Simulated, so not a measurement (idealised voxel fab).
Module name: voxel tone inversion (process module)
230 nm wide, 5 nm square cells: that's cross-section cut.
Cross-section = grid of square cells, listed top down in bands; band = one or more rows.
Band entry format. Leading values: height of top, height of bottom, nm. Remainder: materials in left-to-right order, each with its width in nm. Special words: "full width" on a single material, which then fills the band edge to edge; "air", empty space.
We count height from 0. Below that, the starting wafer is all one material. The lowest band never ends at the bottom but goes on down; see "0 and below" for how that is written.
Width: "30..40" (first number = top row, second number = bottom row, same change from row to row of cells).
What does "left unchanged" mean for a step? It means no cell of the cross-section changed in that step.
"Voids, sealed": sealed empty spaces, 8 cells or more, no open way to top, listed width x height at distance, with distance from the left edge and width, height and distance in nm.
Read whatever lies past the settings on a step's line as the simulator's own remark about the step.
What "overlay nm" on a step's line means: if the step has a mask, that mask lay this far to the right of its planned place, or, when the value is negative, to the left.
[Below is the list of planned process steps]
1 op RECEIVE | material Si
2 op CONFORMAL_DEP | material SiN | thk nm 5
3 op DIRECTIONAL_DEP | material aC | thk nm 20
4 op PATTERN | tone cover | mask id POSTS | material resist | width nm 25 | pitch nm 45 | thk nm 30 | overlay nm 0
5 op DIRECTIONAL_ETCH | etch materials aC | depth nm 20
6 op STRIP | etch materials resist
7 op FILL_DEP | material SiO2 | thk nm 5
8 op CMP | height nm 25
9 op STRIP | etch materials aC
[Cross-section of the wafer at receipt, which is the condition after step 1]
0 and below: Si full width
Voids, sealed: none
[First of two wafers, end-of-module section, run followed plan]
25 down to 5: 80 SiO2  25 air  20 SiO2  25 air  80 SiO2
5 down to 0: SiN full width
0 and below: Si full width
Voids, sealed: none
[Here's the second of our two wafers sectioned at module end. Same start as the first, same plan, but one mistake got made running it]
25 down to 5: 80 air  25 SiO2  20 air  25 SiO2  80 air
5 down to 0: SiN full width
0 and below: Si full width
Voids, sealed: none
Where did the run depart from the plan? note that step 4 departed from the planned setting and was carried out as op PATTERN | tone open | mask id POSTS | material resist | width nm 25 | pitch nm 45 | thk nm 30 | overlay nm 0
Wrapping up, a cell-based count of both wafers puts the second over or under the first for these materials: 104 fewer of SiO2
